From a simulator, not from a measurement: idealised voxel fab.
Presented below is a process module, voxel self aligned contacts.
The cross-section on display is named cut; it measures 270 nm wide, and its cells are 5 nm squares.
Cross-section format: a grid of square cells, given as bands from top to bottom; each band is one or more rows of cells.
A band entry consists of two parts. The first gives the height of the band's top and the height of its bottom, in nm. The rest lists the band's materials from left to right, each with its width in nm. A single material labelled with the word "everywhere" fills the band from edge to edge, and the word "empty" marks empty space.
Convention: height 0 is the level below which the wafer, as received, is all one material. The lowest band does not terminate at the bottom but continues downward, represented as "0 nm and below".
Quick explanation for "30->40": the width changes in equal steps down the rows of cells, from the first number in the band's top row to the second number in its bottom row.
Key: "same as before" - step with no changed cell in the cross-section.
"Enclosed void listing": empty spaces of 8 cells or more with no open way to the top, each given as width x height at distance, distance from the left edge, all in nm.
If you see something after the settings on a step's line, that's the simulator's own remark about that step.
A step's line can hold "overlay nm"; with a mask on that step, the setting says how far right of the planned place the mask lay, while a negative setting says it lay to the left.

**Steps in the process plan**
step 1: RECEIVE | material Si
step 2: OXIDIZE | depth nm 5
step 3: DIRECTIONAL_DEP | material polySi | thk nm 20
step 4: DIRECTIONAL_DEP | material SiN | thk nm 20
step 5: MASKED_ETCH | tone cover | mask id GATE | width nm 25 | pitch nm 60 | etch materials SiN | depth nm 20 | overlay nm 0
step 6: MASKED_ETCH | tone cover | mask id GATE | width nm 25 | pitch nm 60 | etch materials polySi | depth nm 20 | overlay nm 0
step 7: CONFORMAL_DEP | material SiN | thk nm 5
step 8: DIRECTIONAL_ETCH | etch materials SiN | depth nm 5
step 9: FILL_DEP | material SiO2 | thk nm 10
step 10: CMP | height nm 45
step 11: PATTERN | tone open | mask id CONTACT | material resist | width nm 45 | thk nm 15 | overlay nm 0
step 12: DIRECTIONAL_ETCH | etch materials SiO2 | depth nm 50
step 13: STRIP | etch materials resist
step 14: CONFORMAL_DEP | material TiN | thk nm 5
step 15: FILL_DEP | material W | thk nm 5
step 16: CMP | height nm 45
step 17: CONFORMAL_DEP | material SiCN | thk nm 5

**Incoming wafer in cross-section (state: after step 1)**
> 0 nm and below: Si everywhere
> Enclosed void listing: none

**The plan above was carried out on the starting structure above with one mistake, and this cross-section shows the wafer at the end of the module**
> 50 nm to 45 nm: SiCN everywhere
> 45 nm to 40 nm: SiO2 85, SiN 35, TiN 25, SiN 35, SiO2 90
> 40 nm to 20 nm: SiN everywhere
> 20 nm to 0 nm: polySi everywhere
> 0 nm to -5 nm: SiO2 everywhere
> -5 nm and below: Si everywhere
> Enclosed void listing: none
Processing error: plan step 4 was twice executed
